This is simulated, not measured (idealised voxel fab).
A process module follows: voxel wiring stack.
cross-section cut | 205 nm wide | cells 5 nm
Each cross-section below is a grid of square cells, stated as bands in top-down order, with one or more rows of cells making up each band. In this notation a band is specified by the heights of its top and bottom, in that order and in nm, after which its materials appear from left to right, each paired with its width in nm. The word "everywhere" attached to a single material means that material fills the band from edge to edge; the word "air" stands for empty space. All heights in this document are referenced to 0, defined as the level beneath which the wafer, as received, consists entirely of one material. The lowest band is not bounded below; it extends indefinitely downward and is written in the form "0 nm and below". Width spec "30..40" -> top row of cells at first value, bottom row at second value, equal per-row change in between. Step marked "no change occurred"? Then no cell in the cross-section changed in it. So "Cavities, sealed" is basically the list of trapped voids: any empty space of 8 cells or more that can't reach the top through an opening. They're written width x height at distance, the distance being from the left edge, and it's all nm. Whatever follows a step's settings on its line is a remark the simulator itself makes about that step. overlay nm: on a step with a mask, how far right of its planned place the mask lay; negative means left.
## Listed below are the process steps as planned
step 1: RECEIVE | material Si
step 2: CONFORMAL_DEP | material SiO2 | thk nm 15
step 3: CONFORMAL_DEP | material SiCN | thk nm 5
step 4: DIRECTIONAL_DEP | material SiO2 | thk nm 25
step 5: PATTERN | tone open | mask id METAL_1 | material resist | width nm 30 | pitch nm 45 | thk nm 15 | overlay nm -15
step 6: DIRECTIONAL_ETCH | etch materials SiO2 | depth nm 25
step 7: DIRECTIONAL_ETCH | etch materials SiCN | depth nm 5
step 8: STRIP | etch materials resist
step 9: CONFORMAL_DEP | material TiN | thk nm 5
step 10: FILL_DEP | material Ru | thk nm 10
step 11: CMP | height nm 45
step 12: CONFORMAL_DEP | material SiCN | thk nm 5
step 13: DIRECTIONAL_DEP | material lowk | thk nm 15
step 14: DIRECTIONAL_DEP | material aC | thk nm 10
step 15: PATTERN | tone open | mask id PLUG_1 | material resist | width nm 15 | pitch nm 45 | thk nm 25 | overlay nm 0
step 16: DIRECTIONAL_ETCH | etch materials aC | depth nm 10
step 17: STRIP | etch materials resist
step 18: DIRECTIONAL_ETCH | etch materials lowk | depth nm 15
step 19: DIRECTIONAL_ETCH | etch materials SiCN | depth nm 5
step 20: STRIP | etch materials aC
step 21: EPI | material Ru | thk nm 10
step 22: EPI | material Ru | thk nm 10
step 23: DIRECTIONAL_DEP | material TiN | thk nm 5
step 24: DIRECTIONAL_DEP | material W | thk nm 15
step 25: DIRECTIONAL_DEP | material aC | thk nm 15
step 26: PATTERN | tone cover | mask id METAL_2 | material resist | width nm 30 | pitch nm 45 | thk nm 30 | overlay nm 0
step 27: DIRECTIONAL_ETCH | etch materials aC | depth nm 15
step 28: STRIP | etch materials resist
step 29: DIRECTIONAL_ETCH | etch materials W | depth nm 15
step 30: DIRECTIONAL_ETCH | etch materials TiN | depth nm 5
step 31: STRIP | etch materials aC
step 32: FILL_DEP | material SiO2 | thk nm 5
step 33: CMP | height nm 85
step 34: CONFORMAL_DEP | material SiCN | thk nm 5
step 35: DIRECTIONAL_DEP | material lowk | thk nm 30
step 36: PATTERN | tone open | mask id METAL_3 | material resist | width nm 30 | pitch nm 45 | thk nm 15 | overlay nm 0
step 37: DIRECTIONAL_ETCH | etch materials lowk | depth nm 15
step 38: STRIP | etch materials resist
step 39: MASKED_ETCH | tone open | mask id METAL_3_HOLES | width nm 15 | etch materials lowk | depth nm 15 | overlay nm 0
step 40: MASKED_ETCH | tone open | mask id METAL_3_HOLES | width nm 15 | etch materials SiCN | depth nm 5 | overlay nm 0
step 41: CONFORMAL_DEP | material TiN | thk nm 5
step 42: FILL_DEP | material Cu | thk nm 10
step 43: CMP | height nm 120
step 44: CONFORMAL_DEP | material SiCN | thk nm 5
step 45: DIRECTIONAL_DEP | material lowk | thk nm 30
step 46: DIRECTIONAL_DEP | material aC | thk nm 10
step 47: PATTERN | tone open | mask id METAL_4 | material resist | width nm 30 | pitch nm 45 | thk nm 30 | overlay nm 0
step 48: DIRECTIONAL_ETCH | etch materials aC | depth nm 10
step 49: STRIP | etch materials resist
step 50: DIRECTIONAL_ETCH | etch materials lowk | depth nm 15
step 51: STRIP | etch materials aC
step 52: DIRECTIONAL_DEP | material aC | thk nm 10
step 53: PATTERN | tone open | mask id METAL_4_HOLES | material resist | width nm 15 | thk nm 30 | overlay nm 0
step 54: DIRECTIONAL_ETCH | etch materials aC | depth nm 10
step 55: STRIP | etch materials resist
step 56: DIRECTIONAL_ETCH | etch materials lowk | depth nm 15
step 57: DIRECTIONAL_ETCH | etch materials SiCN | depth nm 5
step 58: STRIP | etch materials aC
step 59: CONFORMAL_DEP | material TiN | thk nm 5
step 60: FILL_DEP | material Cu | thk nm 10
step 61: CMP | height nm 155
step 62: CONFORMAL_DEP | material SiCN | thk nm 5
Don't read the plan's overlay nm for step 5 as applying to every wafer: that's the first wafer's value, and the wafers differ in it, though they all start identical.
## Cross-section: the first of several wafers in its as-received state, i.e. following step 1
  0 nm and below | Si everywhere
  Cavities, sealed: none
## Cross-section of the first of several wafers once the module has run through its last step, step 62
  160 nm to 155 nm | SiCN everywhere
  155 nm to 145 nm | lowk=65; TiN=5; Cu=20; TiN=5; lowk=15; TiN=5; Cu=20; TiN=5; lowk=65
  145 nm to 140 nm | lowk=65; TiN=5; Cu=5; TiN=20; lowk=15; TiN=30; lowk=65
  140 nm to 125 nm | lowk=65; TiN=5; Cu=5; TiN=5; lowk=125
  125 nm to 120 nm | SiCN=65; TiN=15; SiCN=125
  120 nm to 110 nm | lowk=65; TiN=5; Cu=20; TiN=5; lowk=15; TiN=5; Cu=20; TiN=5; lowk=65
  110 nm to 105 nm | lowk=65; TiN=5; Cu=5; TiN=20; lowk=15; TiN=30; lowk=65
  105 nm to 90 nm | lowk=65; TiN=5; Cu=5; TiN=5; lowk=125
  90 nm to 85 nm | SiCN=65; TiN=15; SiCN=125
  85 nm to 70 nm | SiO2=65; W=30; SiO2=15; W=30; SiO2=65
  70 nm to 65 nm | SiO2=65; TiN=30; SiO2=15; TiN=30; SiO2=65
  65 nm to 50 nm | lowk=65; Ru=15; lowk=30; Ru=15; lowk=80
  50 nm to 45 nm | SiCN=65; Ru=15; SiCN=30; Ru=15; SiCN=80
  45 nm to 20 nm | SiO2=50; TiN=5; Ru=20; TiN=5; SiO2=15; TiN=5; Ru=20; TiN=5; SiO2=80
  20 nm to 15 nm | SiCN=50; TiN=30; SiCN=15; TiN=30; SiCN=80
  15 nm to 0 nm | SiO2 everywhere
  0 nm and below | Si everywhere
  Cavities, sealed: none
## Wafer cross-section (last wafer, module end)
  160 nm to 155 nm | SiCN everywhere
  155 nm to 145 nm | lowk=65; TiN=5; Cu=20; TiN=5; lowk=15; TiN=5; Cu=20; TiN=5; lowk=65
  145 nm to 140 nm | lowk=65; TiN=5; Cu=5; TiN=20; lowk=15; TiN=30; lowk=65
  140 nm to 125 nm | lowk=65; TiN=5; Cu=5; TiN=5; lowk=125
  125 nm to 120 nm | SiCN=65; TiN=15; SiCN=125
  120 nm to 110 nm | lowk=65; TiN=5; Cu=20; TiN=5; lowk=15; TiN=5; Cu=20; TiN=5; lowk=65
  110 nm to 105 nm | lowk=65; TiN=5; Cu=5; TiN=20; lowk=15; TiN=30; lowk=65
  105 nm to 90 nm | lowk=65; TiN=5; Cu=5; TiN=5; lowk=125
  90 nm to 85 nm | SiCN=65; TiN=15; SiCN=125
  85 nm to 70 nm | SiO2=80; W=15; SiO2=30; W=15; SiO2=65
  70 nm to 65 nm | SiO2=80; TiN=15; SiO2=30; TiN=15; SiO2=65
  65 nm to 50 nm | lowk=65; W=15; lowk=30; W=15; lowk=80
  50 nm to 45 nm | SiCN=65; TiN=15; SiCN=30; TiN=15; SiCN=80
  45 nm to 20 nm | SiO2=80; TiN=5; Ru=20; TiN=5; SiO2=15; TiN=5; Ru=20; TiN=5; SiO2=50
  20 nm to 15 nm | SiCN=80; TiN=30; SiCN=15; TiN=30; SiCN=50
  15 nm to 0 nm | SiO2 everywhere
  0 nm and below | Si everywhere
  Cavities, sealed: none
## Row per wafer, end-of-module: cell gain (+)/loss (-) by material since the wafer came in, then closed voids
overlay nm -15; +40 Cu; +64 Ru; +181 SiCN; +384 SiO2; +100 TiN; +36 W; +507 lowk; Cavities, sealed: none
overlay nm -10; +40 Cu; +64 Ru; +181 SiCN; +384 SiO2; +100 TiN; +36 W; +507 lowk; Cavities, sealed: none
overlay nm -5; +40 Cu; +64 Ru; +181 SiCN; +384 SiO2; +100 TiN; +36 W; +507 lowk; Cavities, sealed: none
overlay nm 0; +40 Cu; +64 Ru; +181 SiCN; +384 SiO2; +100 TiN; +36 W; +507 lowk; Cavities, sealed: none
overlay nm 5; +40 Cu; +64 Ru; +181 SiCN; +384 SiO2; +100 TiN; +36 W; +507 lowk; Cavities, sealed: none
overlay nm 10; +40 Cu; +64 Ru; +181 SiCN; +384 SiO2; +100 TiN; +36 W; +507 lowk; Cavities, sealed: none
overlay nm 15; +40 Cu; +40 Ru; +181 SiCN; +408 SiO2; +100 TiN; +36 W; +507 lowk; Cavities, sealed: none
